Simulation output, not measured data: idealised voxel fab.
Presented below is a process module, voxel tone inversion.
155 nm wide, 5 nm square cells: that's cross-section cut.
Cross-sections here: square-cell grids, written as top-down lists of bands, a band being one or more rows of cells. This entry defines a band. It first specifies the height of the band's top and the height of its bottom in nm, and then specifies the band's materials from left to right, stating each material with its width in nm. The word "everywhere" identifies a single material that fills the band from edge to edge, while the word "air" identifies empty space. Zero point of the height axis is 0; under it, received wafer = one material. Lowest band: continues down indefinitely, "0 -> down". With a width like "30..40", each row of cells in the band differs from the next by the same amount, the top row carrying the first number and the bottom row the second. Any step labelled "all unchanged" changed none of the cells in the cross-section. "Cavities, sealed" contains a list of empty spaces, each no smaller than 8 cells and without an open way to the top, written in the form width x height at distance with the distance from the left edge and all three in nm. Post-settings text on a step line: simulator's own remark regarding the step. overlay nm: right-of-plan distance of the mask on a masked step; negative values mean left-of-plan.

Planned process steps:
1 RECEIVE | material Si
2 CONFORMAL_DEP | material SiN | thk nm 5
3 DIRECTIONAL_DEP | material polySi | thk nm 25
4 PATTERN | tone cover | mask id POSTS | material resist | width nm 15 | pitch nm 45 | thk nm 30 | overlay nm 0
5 DIRECTIONAL_ETCH | etch materials polySi | depth nm 25
6 STRIP | etch materials resist
7 FILL_DEP | material SiO2 | thk nm 10
8 CMP | height nm 30
9 STRIP | etch materials polySi
10 CONFORMAL_DEP | material TiN | thk nm 5
11 FILL_DEP | material W | thk nm 10
12 CMP | height nm 30
13 CONFORMAL_DEP | material SiN | thk nm 5

So this is the incoming wafer in cross-section - it's already been through step 1:
  0 -> down: Si everywhere
  Cavities, sealed: none

The first of the two wafers as seen in cross-section once the module was finished; processing followed the plan:
  35 -> 30: SiN everywhere
  30 -> 10: SiO2 45, then TiN 5, then W 5, then TiN 5, then SiO2 30, then TiN 5, then W 5, then TiN 5, then SiO2 50
  10 -> 5: SiO2 45, then TiN 15, then SiO2 30, then TiN 15, then SiO2 50
  5 -> 0: SiN everywhere
  0 -> down: Si everywhere
  Cavities, sealed: none

Module end: cross-section of wafer two of two. Same start and process plan as the first wafer. One mistake during execution:
  35 -> 30: polySi everywhere
  30 -> 10: SiO2 45, then TiN 5, then W 5, then TiN 5, then SiO2 30, then TiN 5, then W 5, then TiN 5, then SiO2 50
  10 -> 5: SiO2 45, then TiN 15, then SiO2 30, then TiN 15, then SiO2 50
  5 -> 0: SiN everywhere
  0 -> down: Si everywhere
  Cavities, sealed: none
Processing error: heads up, step 13 didn't go per plan, it actually ran as CONFORMAL_DEP | material polySi | thk nm 5
The final cell counts differ between the wafers, with the second having more or fewer of some materials than the first: SiN: 31 fewer | polySi: 31 more
